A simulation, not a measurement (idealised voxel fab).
process module | voxel capacitor over wiring
cross-section cut | 190 nm wide | cells 5 nm
A cross-section is a grid of square cells, given in bands from the top down. A band is one or more rows of cells.
Each band's line starts with the height of the band's top and of its bottom, in nm. Then come its materials from left to right, each with its width in nm. One material with "throughout" fills the band from edge to edge. "air" is empty space.
Height 0 is the level under which the wafer as received is all one material. The lowest band goes on downwards, as in "0 down".
A width such as "30 to 40" changes by the same amount from each row of cells to the next, from the band's top row to its bottom row.
"no change" after a step means that no cell of the cross-section changed.
closed voids: empty space of 8 cells or more with no open way to the top, each as width x height at its distance from the left edge, in nm
after a step's settings: what the simulator itself notes on the step
overlay nm, on a step with a mask: how far to the right of its planned place the mask lay; to the left if negative
plan
1 op RECEIVE | material Si
2 op CONFORMAL_DEP | material SiO2 | thk nm 15
3 op CONFORMAL_DEP | material SiCN | thk nm 5
4 op DIRECTIONAL_DEP | material lowk | thk nm 20
5 op PATTERN | tone open | mask id METAL_1 | material resist | width nm 30 | pitch nm 95 | thk nm 15 | overlay nm 0
6 op DIRECTIONAL_ETCH | etch materials lowk | depth nm 20
7 op DIRECTIONAL_ETCH | etch materials SiCN | depth nm 5
8 op STRIP | etch materials resist
9 op CONFORMAL_DEP | material TiN | thk nm 5
10 op FILL_DEP | material Ru | thk nm 5
11 op CMP | height nm 40
12 op EPI | material Ru | thk nm 5
13 op FILL_DEP | material SiCN | thk nm 5
14 op DIRECTIONAL_DEP | material SiO2 | thk nm 10
15 op PATTERN | tone open | mask id PLUG_1 | material resist | width nm 15 | thk nm 15 | overlay nm 0
16 op DIRECTIONAL_ETCH | etch materials SiO2 | depth nm 10
17 op DIRECTIONAL_ETCH | etch materials SiCN | depth nm 5
18 op STRIP | etch materials resist
19 op EPI | material Ru | thk nm 10
20 op EPI | material Ru | thk nm 5
21 op DIRECTIONAL_DEP | material TiN | thk nm 10
22 op DIRECTIONAL_DEP | material HfO2 | thk nm 5
23 op DIRECTIONAL_DEP | material TiN | thk nm 5
24 op PATTERN | tone cover | mask id UPPER_PLATE | material resist | width nm 70 | thk nm 15 | overlay nm 0
25 op DIRECTIONAL_ETCH | etch materials TiN | depth nm 5
26 op DIRECTIONAL_ETCH | etch materials HfO2 | depth nm 5
27 op STRIP | etch materials resist
28 op MASKED_ETCH | tone cover | mask id LOWER_PLATE | width nm 80 | etch materials TiN | depth nm 10 | overlay nm 0
29 op FILL_DEP | material SiO2 | thk nm 15
30 op CMP | height nm 90
31 op DIRECTIONAL_DEP | material aC | thk nm 15
32 op PATTERN | tone open | mask id PLUG_2 | material resist | width nm 15 | thk nm 35 | overlay nm 0
33 op DIRECTIONAL_ETCH | etch materials aC | depth nm 15
34 op STRIP | etch materials resist
35 op DIRECTIONAL_ETCH | etch materials SiO2 | depth nm 10
36 op STRIP | etch materials aC
37 op CONFORMAL_DEP | material TiN | thk nm 5
38 op FILL_DEP | material Ru | thk nm 5
39 op CMP | height nm 90
40 op CONFORMAL_DEP | material SiCN | thk nm 5
as received, after step 1
  0 down: Si throughout
  closed voids: none
a wafer at the end: this start, this plan, one mistake
  95 to 90: SiCN throughout
  90 to 85: SiO2 55 | TiN 5 | Ru 5 | TiN 5 | SiO2 120
  85 to 75: SiO2 55 to 50 | TiN 15 to 65 | SiO2 120 to 75
  75 to 70: SiO2 50 | HfO2 65 | SiO2 75
  70 to 60: SiO2 40 | TiN 80 | SiO2 70
  60 to 50: SiO2 45 | Ru 15 | SiO2 130
  50 to 45: SiCN 45 | Ru 15 | SiCN 130
  45 to 40: SiCN 25 | Ru 40 | SiCN 55 | Ru 40 | SiCN 30
  40 to 20: lowk 30 | TiN 5 | Ru 20 | TiN 5 | lowk 65 | TiN 5 | Ru 20 | TiN 5 | lowk 35
  20 to 15: SiCN 30 | TiN 30 | SiCN 65 | TiN 30 | SiCN 35
  15 to 0: SiO2 throughout
  0 down: Si throughout
  closed voids: none
what went wrong: step 24 ran as: op PATTERN | tone cover | mask id UPPER_PLATE | material resist | width nm 65 | thk nm 15 | overlay nm 0
